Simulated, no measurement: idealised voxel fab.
process module | voxel trench capacitor
cross-section cut | 300 nm wide | cells 5 nm
A cross-section is a grid of square cells, given in bands from the top down. A band is one or more rows of cells.
Each band's line starts with the height of the band's top and of its bottom, in nm. Then come its materials from left to right, each with its width in nm. One material with "throughout" fills the band from edge to edge. "air" is empty space.
Height 0 is the level under which the wafer as received is all one material. The lowest band goes on downwards, as in "0 down".
A width such as "30 to 40" changes by the same amount from each row of cells to the next, from the band's top row to its bottom row.
"no change" after a step means that no cell of the cross-section changed.
closed voids: empty space of 8 cells or more with no open way to the top, each as width x height at its distance from the left edge, in nm
after a step's settings: what the simulator itself notes on the step
overlay nm, on a step with a mask: how far to the right of its planned place the mask lay; to the left if negative
plan
1 op RECEIVE | material Si
2 op CONFORMAL_DEP | material SiN | thk nm 5
3 op DIRECTIONAL_DEP | material aC | thk nm 10
4 op PATTERN | tone open | mask id TRENCH | material resist | width nm 15 | pitch nm 35 | thk nm 25 | overlay nm 0
5 op DIRECTIONAL_ETCH | etch materials aC | depth nm 10
6 op STRIP | etch materials resist
7 op DIRECTIONAL_ETCH | etch materials SiN | depth nm 5
8 op DIRECTIONAL_ETCH | etch materials Si | depth nm 40
9 op STRIP | etch materials aC
10 op CONFORMAL_DEP | material SiO2 | thk nm 5
11 op FILL_DEP | material polySi | thk nm 5
12 op CMP | height nm 5
as received, after step 1
  0 down: Si throughout
  closed voids: none
first wafer at the end, as planned
  5 to 0: SiN 90 | SiO2 5 | polySi 5 | SiO2 5 | SiN 20 | SiO2 5 | polySi 5 | SiO2 5 | SiN 20 | SiO2 5 | polySi 5 | SiO2 5 | SiN 20 | SiO2 5 | polySi 5 | SiO2 5 | SiN 90
  0 to -35: Si 90 | SiO2 5 | polySi 5 | SiO2 5 | Si 20 | SiO2 5 | polySi 5 | SiO2 5 | Si 20 | SiO2 5 | polySi 5 | SiO2 5 | Si 20 | SiO2 5 | polySi 5 | SiO2 5 | Si 90
  -35 to -40: Si 90 | SiO2 15 | Si 20 | SiO2 15 | Si 20 | SiO2 15 | Si 20 | SiO2 15 | Si 90
  -40 down: Si throughout
  closed voids: none
second wafer at the end: like start, like plan, one mistake
  5 to 0: SiN 90 | SiO2 5 | polySi 5 | SiO2 5 | SiN 20 | SiO2 5 | polySi 5 | SiO2 5 | SiN 20 | SiO2 5 | polySi 5 | SiO2 5 | SiN 20 | SiO2 5 | polySi 5 | SiO2 5 | SiN 90
  0 to -25: Si 90 | SiO2 5 | polySi 5 | SiO2 5 | Si 20 | SiO2 5 | polySi 5 | SiO2 5 | Si 20 | SiO2 5 | polySi 5 | SiO2 5 | Si 20 | SiO2 5 | polySi 5 | SiO2 5 | Si 90
  -25 to -30: Si 90 | SiO2 15 | Si 20 | SiO2 15 | Si 20 | SiO2 15 | Si 20 | SiO2 15 | Si 90
  -30 down: Si throughout
  closed voids: none
what went wrong: step 8 ran as: op DIRECTIONAL_ETCH | etch materials Si | depth nm 30
at the end the second wafer has, in cells: 24 more of Si | 16 fewer of SiO2 | 8 fewer of polySi
